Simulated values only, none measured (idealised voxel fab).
Process module, titled voxel capacitor over wiring
Shown is cross-section cut, with a width of 165 nm and square cells of size 5 nm.
Cross-section layout: square cells on a grid; listed as bands, top to bottom; a band spans one or more cell rows. Read a band's entry like this: the first values are the height of its top and the height of its bottom in nm, and what follows is the sequence of materials from left to right, each with its width in nm. Note that "empty" is empty space, and that a single material marked "everywhere" reaches across the band from edge to edge. Heights are expressed relative to 0, this being the level below which the as-received wafer comprises one material exclusively. The lowest band is unbounded in the downward direction and is denoted as in "z 0 and below". Top row gets the first number, bottom row gets the second, and each row in between changes by the same step: that is how a band width like "30 to 40" works. No cell of the cross-section changed in a step that is given as "nothing was modified". Enclosed voids (no open way to top), threshold 8 cells or more, entry "Fully enclosed voids", notation width x height at distance, distance from left edge, nm. Anything after a step's settings on that line? It's the simulator's own note about the step. A step's line can hold "overlay nm"; with a mask on that step, the setting says how far right of the planned place the mask lay, while a negative setting says it lay to the left.
# Steps planned for the process
1,RECEIVE: material Si
2,CONFORMAL_DEP: material SiO2, thk nm 15
3,DIRECTIONAL_DEP: material TiN, thk nm 5
4,DIRECTIONAL_DEP: material W, thk nm 15
5,DIRECTIONAL_DEP: material aC, thk nm 10
6,PATTERN: tone cover, mask id METAL_1, material resist, width nm 30, pitch nm 80, thk nm 25, overlay nm 0
7,DIRECTIONAL_ETCH: etch materials aC, depth nm 10
8,STRIP: etch materials resist
9,DIRECTIONAL_ETCH: etch materials W, depth nm 15
10,DIRECTIONAL_ETCH: etch materials TiN, depth nm 5
11,STRIP: etch materials aC
12,CONFORMAL_DEP: material SiCN, thk nm 5
13,FILL_DEP: material lowk, thk nm 5
14,CMP: height nm 35
15,CONFORMAL_DEP: material SiCN, thk nm 5
16,DIRECTIONAL_DEP: material SiO2, thk nm 15
17,MASKED_ETCH: tone open, mask id PLUG_1, width nm 15, etch materials SiO2, depth nm 15, overlay nm 0
18,MASKED_ETCH: tone open, mask id PLUG_1, width nm 15, etch materials SiCN, depth nm 5, overlay nm 0
19,EPI: material Ru, thk nm 10
20,EPI: material Ru, thk nm 10
21,DIRECTIONAL_DEP: material TiN, thk nm 10
22,DIRECTIONAL_DEP: material SiN, thk nm 5
23,DIRECTIONAL_DEP: material TiN, thk nm 5
24,PATTERN: tone cover, mask id UPPER_PLATE, material resist, width nm 55, thk nm 15, overlay nm 0
25,DIRECTIONAL_ETCH: etch materials TiN, depth nm 5
26,DIRECTIONAL_ETCH: etch materials SiN, depth nm 5
27,STRIP: etch materials resist
28,MASKED_ETCH: tone cover, mask id LOWER_PLATE, width nm 65, etch materials TiN, depth nm 10, overlay nm 0
29,FILL_DEP: material SiO2, thk nm 15
30,CMP: height nm 85
31,MASKED_ETCH: tone open, mask id PLUG_2, width nm 15, etch materials SiO2, depth nm 10, overlay nm 0
32,CONFORMAL_DEP: material TiN, thk nm 5
33,FILL_DEP: material Cu, thk nm 5
34,CMP: height nm 85
35,CONFORMAL_DEP: material SiN, thk nm 5
# Here's what the wafer looked like in cross-section when it arrived - that's after step 1
z 0 and below: Si everywhere
Fully enclosed voids: none
# Result of the module, cross-sectioned: start per above, plan per above, one error in how it was run
z 90 to 85: SiN everywhere
z 85 to 80: 50 of SiO2 | 5 of TiN | 5 of Cu | 5 of TiN | 100 of SiO2
z 80 to 70: 50 to 40 of SiO2 | 15 to 55 of TiN | 100 to 70 of SiO2
z 70 to 65: 40 of SiO2 | 55 of SiN | 70 of SiO2
z 65 to 55: 35 of SiO2 | 65 of TiN | 65 of SiO2
z 55 to 40: 40 of SiO2 | 15 of Ru | 110 of SiO2
z 40 to 35: 40 of SiCN | 15 of Ru | 110 of SiCN
z 35 to 20: 15 of lowk | 5 of SiCN | 40 of W | 5 of SiCN | 30 of lowk | 5 of SiCN | 40 of W | 5 of SiCN | 20 of lowk
z 20 to 15: 20 of SiCN | 40 of TiN | 40 of SiCN | 40 of TiN | 25 of SiCN
z 15 to 0: SiO2 everywhere
z 0 and below: Si everywhere
Fully enclosed voids: none
Error vs. plan: planned and actual differ for step 6; actual: PATTERN: tone cover, mask id METAL_1, material resist, width nm 40, pitch nm 80, thk nm 25, overlay nm 0
